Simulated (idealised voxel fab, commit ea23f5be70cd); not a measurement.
Presented below is a process module, voxel double patterning.
The cross-section shown here is cut; it is 210 nm wide and divided into square cells measuring 5 nm on a side.
Heads up, the way a cross-section reads in here is a grid of square cells, handed over as bands from the top down, with every band being one or more rows of cells. The band entry comprises the height of the band's top followed by the height of its bottom, expressed in nm, and subsequently the band's materials from left to right, each stated together with its width in nm. Where a single material is marked with the word "throughout", that material fills the band from edge to edge. The word "empty" represents empty space. Heights are expressed relative to 0, this being the level below which the as-received wafer comprises one material exclusively. The lowest band is unbounded in the downward direction and is denoted as in "0 nm and below". It should be noted that a width expressed as "30..40" varies in equal increments from row to row of cells within the band, taking the value of the first number at the top row and that of the second number at the bottom row. Key: "no change" - step with no changed cell in the cross-section. In the "Encapsulated voids" entry, you get each enclosed empty space of 8 cells or more, one with no open way to the top, written width x height at distance, distance from the left edge, in nm. If you see something after the settings on a step's line, that's the simulator's own remark about that step. overlay nm: right-of-plan distance of the mask on a masked step; negative values mean left-of-plan.
### The planned process steps are enumerated hereunder
1) op RECEIVE | material Si
2) op CONFORMAL_DEP | material SiO2 | thk nm 10
3) op DIRECTIONAL_DEP | material polySi | thk nm 10
4) op DIRECTIONAL_DEP | material SiN | thk nm 5
5) op PATTERN | tone open | mask id FIRST | material resist | width nm 15 | pitch nm 50 | thk nm 15 | overlay nm 0
6) op DIRECTIONAL_ETCH | etch materials SiN | depth nm 5
7) op STRIP | etch materials resist
8) op DIRECTIONAL_DEP | material aC | thk nm 10
9) op PATTERN | tone open | mask id SECOND | material resist | width nm 15 | pitch nm 50 | thk nm 25 | overlay nm 0
10) op DIRECTIONAL_ETCH | etch materials aC | depth nm 10
11) op STRIP | etch materials resist
12) op DIRECTIONAL_ETCH | etch materials SiN | depth nm 5
13) op STRIP | etch materials aC
14) op DIRECTIONAL_ETCH | etch materials polySi | depth nm 10
15) op STRIP | etch materials SiN
### Shown in cross-section is the wafer as received, that is, as it stands after step 1
> 0 nm and below = Si throughout
> Encapsulated voids: none
### First of two wafers at the end of the module, shown in cross-section; run carried out as planned
> 20 nm to 10 nm = 45 nm polySi, 15 nm empty, 10 nm polySi, 15 nm empty, 10 nm polySi, 15 nm empty, 10 nm polySi, 15 nm empty, 10 nm polySi, 15 nm empty, 50 nm polySi
> 10 nm to 0 nm = SiO2 throughout
> 0 nm and below = Si throughout
> Encapsulated voids: none
### Cross-sectional view: second of two wafers, end of module; start and plan identical to the first, one mistake in running
> 20 nm to 10 nm = 45 nm polySi, 30 nm empty, 20 nm polySi, 30 nm empty, 20 nm polySi, 15 nm empty, 50 nm polySi
> 10 nm to 0 nm = SiO2 throughout
> 0 nm and below = Si throughout
> Encapsulated voids: none
Misprocessing identified: heads up, step 9 didn't go per plan, it actually ran as op PATTERN | tone open | mask id SECOND | material resist | width nm 15 | pitch nm 50 | thk nm 25 | overlay nm -10
Cell counts per material: same on both final wafers. Positions: different.
